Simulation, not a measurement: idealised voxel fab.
Documented hereafter: the process module known as voxel released beams.
The cross-section on display is named cut; it measures 290 nm wide, and its cells are 5 nm squares.
Reading order for cross-sections: top band down to bottom band. Underlying form: a grid of square cells. Band size: one or more rows of cells. Basically the band line says how high the top is and how high the bottom is, in nm, and then what's in it from left to right, every material with its width in nm. Empty space shows up as "air", and if a single material carries "all across" it runs the full band edge to edge. Height 0 is the level under which the wafer as received is all one material. The lowest band goes on downwards, as in "0 and below". Top row gets the first number, bottom row gets the second, and each row in between changes by the same step: that is how a band width like "30 to 40" works. Key: "no change occurred" - step with no changed cell in the cross-section. Any empty space of 8 cells or more lacking an open way to the top shows up in "Entrapped voids" as width x height at distance, distance from the left edge, in nm. Anything after a step's settings on that line? It's the simulator's own note about the step. On any step carrying a mask, the "overlay nm" setting, if present on the step's line, tells how far right of its planned place the mask lay; negative values point to the left.

# Planned process steps
1 RECEIVE: material Si
2 CONFORMAL_DEP: material SiN, thk nm 10
3 DIRECTIONAL_DEP: material SiO2, thk nm 10
4 MASKED_ETCH: tone open, mask id ANCHOR, width nm 45, etch materials SiO2, depth nm 10, overlay nm 0
5 CONFORMAL_DEP: material polySi, thk nm 5
6 MASKED_ETCH: tone cover, mask id BEAM, width nm 90, etch materials polySi, depth nm 15, overlay nm 0
7 STRIP: etch materials SiO2
varied across the wafers: thk nm of step 5. The plan shows the first wafer's value. All wafers start alike

# The first of several wafers, as received after step 1, seen in section
> 0 and below  Si all across
> Entrapped voids: none

# Here's the first of several wafers in cross-section, end of the module, after the last step, step 7
> 25 down to 15  air 95 to 100 | polySi 10 to 5 | air 35 | polySi 45 to 5 | air 105 to 145
> 15 down to 10  air 100 | polySi 45 | air 145
> 10 down to 0  SiN all across
> 0 and below  Si all across
> Entrapped voids: none

# Wafer cross-section (last wafer, module end)
> 50 down to 35  air 95 | polySi 90 | air 105
> 35 down to 20  polySi all across
> 20 down to 10  SiO2 100 | polySi 45 | SiO2 145
> 10 down to 0  SiN all across
> 0 and below  Si all across
> Entrapped voids: none

# Below is a per-wafer table. In it, each row describes the wafer at the end of the module by giving, for each material, the number of cells gained (+) or lost (-) since the wafer was received, and after that the closed voids of the wafer
thk nm 5 | +116 SiN | +22 polySi | Entrapped voids: none
thk nm 10 | +116 SiN | +44 polySi | Entrapped voids: none
thk nm 15 | +116 SiN | +66 polySi | Entrapped voids: none
thk nm 20 | +116 SiN | +98 SiO2 | +128 polySi | Entrapped voids: none
thk nm 25 | +116 SiN | +98 SiO2 | +188 polySi | Entrapped voids: none
thk nm 30 | +116 SiN | +98 SiO2 | +246 polySi | Entrapped voids: none
